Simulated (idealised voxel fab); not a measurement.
process module | voxel gate over fins
cross-section cut | 270 nm wide | cells 5 nm
A cross-section is a grid of square cells, given in bands from the top down. A band is one or more rows of cells.
Each band's line starts with the height of the band's top and of its bottom, in nm. Then come its materials from left to right, each with its width in nm. One material with "throughout" fills the band from edge to edge. "air" is empty space.
Height 0 is the level under which the wafer as received is all one material. The lowest band goes on downwards, as in "0 down".
A width such as "30 to 40" changes by the same amount from each row of cells to the next, from the band's top row to its bottom row.
"no change" after a step means that no cell of the cross-section changed.
closed voids: empty space of 8 cells or more with no open way to the top, each as width x height at its distance from the left edge, in nm
after a step's settings: what the simulator itself notes on the step
overlay nm, on a step with a mask: how far to the right of its planned place the mask lay; to the left if negative
plan
1 op RECEIVE | material Si
2 op CONFORMAL_DEP | material SiN | thk nm 10
3 op DIRECTIONAL_DEP | material aC | thk nm 15
4 op PATTERN | tone cover | mask id FINS | material resist | width nm 15 | pitch nm 45 | thk nm 30 | overlay nm 0
5 op DIRECTIONAL_ETCH | etch materials aC | depth nm 15
6 op STRIP | etch materials resist
7 op DIRECTIONAL_ETCH | etch materials SiN | depth nm 10
8 op DIRECTIONAL_ETCH | etch materials Si | depth nm 30
9 op STRIP | etch materials aC
10 op FILL_DEP | material SiO2 | thk nm 10
11 op CMP | height nm 10
12 op SELECTIVE_ETCH | etch materials SiO2 | depth nm 25
13 op STRIP | etch materials SiN
14 op CONFORMAL_DEP | material HfO2 | thk nm 5
15 op CONFORMAL_DEP | material TiN | thk nm 5
16 op FILL_DEP | material W | thk nm 10
17 op CMP | height nm 15
18 op CONFORMAL_DEP | material SiCN | thk nm 10
as received, after step 1
  0 down: Si throughout
  closed voids: none
a wafer at the end: this start, this plan, one mistake
  25 to 15: SiCN throughout
  15 to 10: W throughout
  10 to 5: W 50 | TiN 35 | W 10 | TiN 35 | W 10 | TiN 35 | W 10 | TiN 35 | W 50
  5 to 0: W 50 | TiN 5 | HfO2 25 | TiN 5 | W 10 | TiN 5 | HfO2 25 | TiN 5 | W 10 | TiN 5 | HfO2 25 | TiN 5 | W 10 | TiN 5 | HfO2 25 | TiN 5 | W 50
  0 to -5: W 50 | TiN 5 | HfO2 5 | Si 15 | HfO2 5 | TiN 5 | W 10 | TiN 5 | HfO2 5 | Si 15 | HfO2 5 | TiN 5 | W 10 | TiN 5 | HfO2 5 | Si 15 | HfO2 5 | TiN 5 | W 10 | TiN 5 | HfO2 5 | Si 15 | HfO2 5 | TiN 5 | W 50
  -5 to -10: TiN 45 | W 5 | TiN 5 | HfO2 5 | Si 15 | HfO2 5 | TiN 5 | W 10 | TiN 5 | HfO2 5 | Si 15 | HfO2 5 | TiN 5 | W 10 | TiN 5 | HfO2 5 | Si 15 | HfO2 5 | TiN 5 | W 10 | TiN 5 | HfO2 5 | Si 15 | HfO2 5 | TiN 5 | W 5 | TiN 45
  -10 to -15: HfO2 40 | TiN 5 | W 5 | TiN 5 | HfO2 5 | Si 15 | HfO2 5 | TiN 5 | W 10 | TiN 5 | HfO2 5 | Si 15 | HfO2 5 | TiN 5 | W 10 | TiN 5 | HfO2 5 | Si 15 | HfO2 5 | TiN 5 | W 10 | TiN 5 | HfO2 5 | Si 15 | HfO2 5 | TiN 5 | W 5 | TiN 5 | HfO2 40
  -15 to -20: SiO2 35 | HfO2 5 | TiN 15 | HfO2 5 | Si 15 | HfO2 5 | TiN 20 | HfO2 5 | Si 15 | HfO2 5 | TiN 20 | HfO2 5 | Si 15 | HfO2 5 | TiN 20 | HfO2 5 | Si 15 | HfO2 5 | TiN 15 | HfO2 5 | SiO2 35
  -20 to -25: SiO2 35 | HfO2 25 | Si 15 | HfO2 30 | Si 15 | HfO2 30 | Si 15 | HfO2 30 | Si 15 | HfO2 25 | SiO2 35
  -25 to -30: SiO2 60 | Si 15 | SiO2 30 | Si 15 | SiO2 30 | Si 15 | SiO2 30 | Si 15 | SiO2 60
  -30 down: Si throughout
  closed voids: none
what went wrong: steps 12 and 13 were swapped
